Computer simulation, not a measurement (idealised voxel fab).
Name of the process module below: voxel self aligned vias
Cross-section cut spans 225 nm and uses square cells 5 nm in size.
Just so we're on the same page, the cross-sections are grids of square cells, and they're listed out in bands top to bottom, each band one or more rows deep. Per band: top height and bottom height in nm, followed by the left-to-right materials and their widths in nm; "throughout" marks a single material spanning edge to edge, "blank" marks empty space. Convention: height 0 is the level below which the wafer, as received, is all one material. The lowest band does not terminate at the bottom but continues downward, represented as "0 -> down". The notation "30..40" denotes a width that varies across the rows of cells in the band, beginning at the first number in the top row, finishing at the second number in the bottom row, and changing by an identical amount from each row to the next. "no modifications" for a step: no cell of the cross-section changed in that step. Voids not open to the top, 8 cells minimum: see "Tabulated closed voids". Written width x height at distance; distance is from the left edge; nm. Where a step's line continues beyond its settings, the continuation is a remark by the simulator itself on that step. overlay nm: for a step with a mask, the amount by which the mask lay right of where it was planned; a negative amount means left of it.
**Process steps - plan**
1) RECEIVE [material Si]
2) CONFORMAL_DEP [material SiO2] [thk nm 15]
3) CONFORMAL_DEP [material SiCN] [thk nm 5]
4) DIRECTIONAL_DEP [material SiO2] [thk nm 20]
5) MASKED_ETCH [tone open] [mask id LINES] [width nm 25] [pitch nm 75] [etch materials SiO2] [depth nm 20] [overlay nm 0]
6) CONFORMAL_DEP [material TiN] [thk nm 5]
7) FILL_DEP [material W] [thk nm 10]
8) CMP [height nm 30]
9) SELECTIVE_ETCH [etch materials W Ru TiN] [depth nm 5]
10) FILL_DEP [material SiN] [thk nm 10]
11) CMP [height nm 40]
12) DIRECTIONAL_DEP [material SiO2] [thk nm 15]
13) DIRECTIONAL_DEP [material aC] [thk nm 10]
14) PATTERN [tone open] [mask id VIAS] [material resist] [width nm 45] [pitch nm 75] [thk nm 30] [overlay nm 0]
15) DIRECTIONAL_ETCH [etch materials aC] [depth nm 10]
16) STRIP [etch materials resist]
17) DIRECTIONAL_ETCH [etch materials SiO2] [depth nm 15]
18) DIRECTIONAL_ETCH [etch materials SiN] [depth nm 5]
19) STRIP [etch materials aC]
20) CONFORMAL_DEP [material TiN] [thk nm 5]
21) FILL_DEP [material Cu] [thk nm 10]
22) CMP [height nm 55]
23) CONFORMAL_DEP [material SiN] [thk nm 5]
Every wafer here starts from the same state; it is the step 8 height nm that distinguishes them, and the value the plan gives belongs to the first wafer.
**After step 1, as received: first of several wafers, cross-section**
	0 -> down | Si throughout
	Tabulated closed voids: none
**At the end of the module, after its last step, step 23, the first of several wafers appears in cross-section as follows**
	60 -> 55 | SiN throughout
	55 -> 40 | SiO2 (50), TiN (5), Cu (35), TiN (5), SiO2 (30), TiN (5), Cu (35), TiN (5), SiO2 (55)
	40 -> 35 | SiN (50), TiN (45), SiN (30), TiN (45), SiN (55)
	35 -> 30 | SiN throughout
	30 -> 25 | SiO2 (60), SiN (25), SiO2 (50), SiN (25), SiO2 (65)
	25 -> 20 | SiO2 (60), TiN (25), SiO2 (50), TiN (25), SiO2 (65)
	20 -> 15 | SiCN throughout
	15 -> 0 | SiO2 throughout
	0 -> down | Si throughout
	Tabulated closed voids: none
**Cross-section of the final wafer among several, taken at the end of the module**
	60 -> 55 | SiN throughout
	55 -> 45 | SiO2 (50), TiN (5), Cu (35), TiN (5), SiO2 (30), TiN (5), Cu (35), TiN (5), SiO2 (55)
	45 -> 40 | SiO2 (50), TiN (45), SiO2 (30), TiN (45), SiO2 (55)
	40 -> 25 | SiO2 (60), TiN (5), W (15), TiN (5), SiO2 (50), TiN (5), W (15), TiN (5), SiO2 (65)
	25 -> 20 | SiO2 (60), TiN (25), SiO2 (50), TiN (25), SiO2 (65)
	20 -> 15 | SiCN throughout
	15 -> 0 | SiO2 throughout
	0 -> down | Si throughout
	Tabulated closed voids: none
**Per wafer (row), end of module: delta in cells per material since receipt, (+) for gained, (-) for lost; closed voids after that**
height nm 30; +42 Cu; +45 SiCN; +127 SiN; +286 SiO2; +40 TiN; Tabulated closed voids: none
height nm 35; +42 Cu; +45 SiCN; +82 SiN; +321 SiO2; +44 TiN; +6 W; Tabulated closed voids: none
height nm 40; +34 Cu; +45 SiCN; +45 SiN; +356 SiO2; +48 TiN; +12 W; Tabulated closed voids: none
height nm 45; +28 Cu; +45 SiCN; +45 SiN; +356 SiO2; +48 TiN; +18 W; Tabulated closed voids: none
height nm 50; +28 Cu; +45 SiCN; +45 SiN; +356 SiO2; +48 TiN; +18 W; Tabulated closed voids: none
height nm 55; +28 Cu; +45 SiCN; +45 SiN; +356 SiO2; +48 TiN; +18 W; Tabulated closed voids: none
